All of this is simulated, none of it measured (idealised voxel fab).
This is a process module. Its name is voxel trench capacitor.
Square cell edge 5 nm, section width 260 nm, ID cut.
How to read a cross-section here: the picture is a grid of square cells, written as bands going from the top down, and any band can span one or more rows of cells. Top, bottom (nm), then materials left to right with widths (nm); lone material tagged "full width" fills the whole band edge to edge; "empty" = empty space. Below 0: as-received wafer, all one material; heights counted from there. Lowest band: no bottom, goes on down, written "0..down". A width given as "30->40" starts at the first number in the band's top row and ends at the second number in its bottom row, shifting by an equal amount at every step from row to row. Any step labelled "remained the same" changed none of the cells in the cross-section. Reported under the label "closed voids" are the empty spaces having no open way to the top and comprising 8 cells or more; the notation for each is width x height at distance, in which the distance is measured from the left edge and all three values are in nm. On each step's line, the part that comes after the settings is the simulator's own comment on the step. "overlay nm", when on a step's line for a step with a mask, measures how far to the right of its planned place the mask lay; a negative measure means to the left.

[The steps planned for the process are as follows]
1 RECEIVE with material Si
2 CONFORMAL_DEP with material SiN, thk nm 5
3 MASKED_ETCH with tone open, mask id TRENCH, width nm 15, pitch nm 40, etch materials SiN, depth nm 5, overlay nm 0
4 MASKED_ETCH with tone open, mask id TRENCH, width nm 15, pitch nm 40, etch materials Si, depth nm 40, overlay nm 0
5 CONFORMAL_DEP with material Al2O3, thk nm 5
6 FILL_DEP with material polySi, thk nm 5
7 CMP with height nm 5

[first wafer, as planned]

[Cross-sectional view of the wafer in its as-received condition, corresponding to the state after step 1]
> 0..down = Si full width
> closed voids: none

[State of the wafer after step 2, shown in cross-section]
> 5..0 = SiN full width
> Unchanged below 0.

[State of the wafer after step 3, shown in cross-section]
> 5..0 = SiN (100) / empty (15) / SiN (25) / empty (15) / SiN (105)
> Unchanged below 0.

[State of the wafer after step 4, shown in cross-section]
> 5..0 = SiN (100) / empty (15) / SiN (25) / empty (15) / SiN (105)
> 0..-40 = Si (100) / empty (15) / Si (25) / empty (15) / Si (105)
> Unchanged below -40.

[State of the wafer after step 5, shown in cross-section]
> 10..5 = Al2O3 (105) / empty (5) / Al2O3 (35) / empty (5) / Al2O3 (110)
> 5..0 = SiN (100) / Al2O3 (5) / empty (5) / Al2O3 (5) / SiN (25) / Al2O3 (5) / empty (5) / Al2O3 (5) / SiN (105)
> 0..-35 = Si (100) / Al2O3 (5) / empty (5) / Al2O3 (5) / Si (25) / Al2O3 (5) / empty (5) / Al2O3 (5) / Si (105)
> -35..-40 = Si (100) / Al2O3 (15) / Si (25) / Al2O3 (15) / Si (105)
> Unchanged below -40.

[State of the wafer after step 6, shown in cross-section]
> 15..10 = polySi full width
> 10..5 = Al2O3 (105) / polySi (5) / Al2O3 (35) / polySi (5) / Al2O3 (110)
> 5..0 = SiN (100) / Al2O3 (5) / polySi (5) / Al2O3 (5) / SiN (25) / Al2O3 (5) / polySi (5) / Al2O3 (5) / SiN (105)
> 0..-35 = Si (100) / Al2O3 (5) / polySi (5) / Al2O3 (5) / Si (25) / Al2O3 (5) / polySi (5) / Al2O3 (5) / Si (105)
> Unchanged below -35.

[State of the wafer after step 7, shown in cross-section]
> 5..0 = SiN (100) / Al2O3 (5) / polySi (5) / Al2O3 (5) / SiN (25) / Al2O3 (5) / polySi (5) / Al2O3 (5) / SiN (105)
> Unchanged below 0.

[Notes, second wafer: start = first wafer's, plan = first wafer's, execution had one mistake; history identical to first through step 1]

Planned end of step 2: second wafer, cross-section: remained the same

Planned end of step 3: second wafer, cross-section: remained the same

[Planned end of step 4: second wafer, cross-section]
> 0..-40 = Si (100) / empty (15) / Si (25) / empty (15) / Si (105)
> Unchanged below -40.

[Planned end of step 5: second wafer, cross-section]
> 5..0 = Al2O3 (105) / empty (5) / Al2O3 (35) / empty (5) / Al2O3 (110)
> 0..-35 = Si (100) / Al2O3 (5) / empty (5) / Al2O3 (5) / Si (25) / Al2O3 (5) / empty (5) / Al2O3 (5) / Si (105)
> -35..-40 = Si (100) / Al2O3 (15) / Si (25) / Al2O3 (15) / Si (105)
> Unchanged below -40.

[Planned end of step 6: second wafer, cross-section]
> 10..5 = polySi full width
> 5..0 = Al2O3 (105) / polySi (5) / Al2O3 (35) / polySi (5) / Al2O3 (110)
> 0..-35 = Si (100) / Al2O3 (5) / polySi (5) / Al2O3 (5) / Si (25) / Al2O3 (5) / polySi (5) / Al2O3 (5) / Si (105)
> Unchanged below -35.

[Planned end of step 7: second wafer, cross-section]
> 5..0 = Al2O3 (105) / polySi (5) / Al2O3 (35) / polySi (5) / Al2O3 (110)
> Unchanged below 0.
Here's what went sideways: no execution of plan step 2; skipped
Wafer comparison, final, in cells, second relative to first, materials more or fewer: Al2O3: 46 more; SiN: 46 fewer
